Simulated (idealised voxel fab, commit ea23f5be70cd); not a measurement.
process module | voxel self aligned contacts
The cross-section on display is named cut; it measures 300 nm wide, and its cells are 5 nm squares.
Cross-section format: a grid of square cells, given as bands from top to bottom; each band is one or more rows of cells.
Look at the band entry: it leads with the top's height and the bottom's height in nm. Then it lists the materials left to right, with a width in nm for each. The word "edge to edge" on a single material says that material fills the band edge to edge. The word "empty" is empty space.
Heights are measured from 0, the level below which the as-received wafer is all one material; the lowest band has no bottom and continues downward, written as in "z 0 and below".
With a width like "30 to 40", each row of cells in the band differs from the next by the same amount, the top row carrying the first number and the bottom row the second.
"no change" for a step: no cell of the cross-section changed in that step.
What "Closed internal voids" gives you is every empty space of 8 cells or more that is cut off from the top. Each appears as width x height at distance, with the distance taken from the left edge and width, height and distance all in nm.
That trailing text on a step's line, after the settings, is the simulator's own remark on the step.
overlay nm: on a step with a mask, how far right of its planned place the mask lay; negative means left.

Listed below are the process steps as planned:
1) RECEIVE, material Si
2) OXIDIZE, depth nm 5
3) DIRECTIONAL_DEP, material polySi, thk nm 30
4) DIRECTIONAL_DEP, material SiN, thk nm 20
5) PATTERN, tone cover, mask id GATE, material resist, width nm 25, pitch nm 60, thk nm 20, overlay nm 0
6) DIRECTIONAL_ETCH, etch materials SiN, depth nm 20
7) DIRECTIONAL_ETCH, etch materials polySi, depth nm 30
8) STRIP, etch materials resist
9) CONFORMAL_DEP, material SiN, thk nm 10
10) DIRECTIONAL_ETCH, etch materials SiN, depth nm 10
11) FILL_DEP, material SiO2, thk nm 15
12) CMP, height nm 55
13) DIRECTIONAL_DEP, material aC, thk nm 15
14) PATTERN, tone open, mask id CONTACT, material resist, width nm 45, pitch nm 60, thk nm 30, overlay nm 0
15) DIRECTIONAL_ETCH, etch materials aC, depth nm 15
16) STRIP, etch materials resist
17) DIRECTIONAL_ETCH, etch materials SiO2, depth nm 60
18) STRIP, etch materials aC
19) CONFORMAL_DEP, material TiN, thk nm 5
20) FILL_DEP, material W, thk nm 5
21) CMP, height nm 55
22) CONFORMAL_DEP, material SiCN, thk nm 5

So this is the incoming wafer in cross-section - it's already been through step 1:
z 0 and below  Si edge to edge
Closed internal voids: none

Final cross-section, module run with one mistake (start and plan as above):
z 60 to 55  SiCN edge to edge
z 55 to 50  95 nm SiO2 / 25 nm TiN / 5 nm W / 15 nm TiN / 15 nm SiO2 / 25 nm TiN / 5 nm W / 15 nm TiN / 100 nm SiO2
z 50 to 30  70 nm SiO2 / 45 nm SiN / 5 nm TiN / 5 nm W / 5 nm TiN / 45 nm SiN / 5 nm TiN / 5 nm W / 5 nm TiN / 45 nm SiN / 65 nm SiO2
z 30 to 0  70 nm SiO2 / 10 nm SiN / 25 nm polySi / 10 nm SiN / 5 nm TiN / 5 nm W / 5 nm TiN / 10 nm SiN / 25 nm polySi / 10 nm SiN / 5 nm TiN / 5 nm W / 5 nm TiN / 10 nm SiN / 25 nm polySi / 10 nm SiN / 65 nm SiO2
z 0 to -5  115 nm SiO2 / 15 nm TiN / 45 nm SiO2 / 15 nm TiN / 110 nm SiO2
z -5 and below  Si edge to edge
Closed internal voids: none
What went wrong in running the wafer? step 5 deviated from plan and actually ran as PATTERN, tone cover, mask id GATE, material resist, width nm 25, pitch nm 60, thk nm 20, overlay nm 5
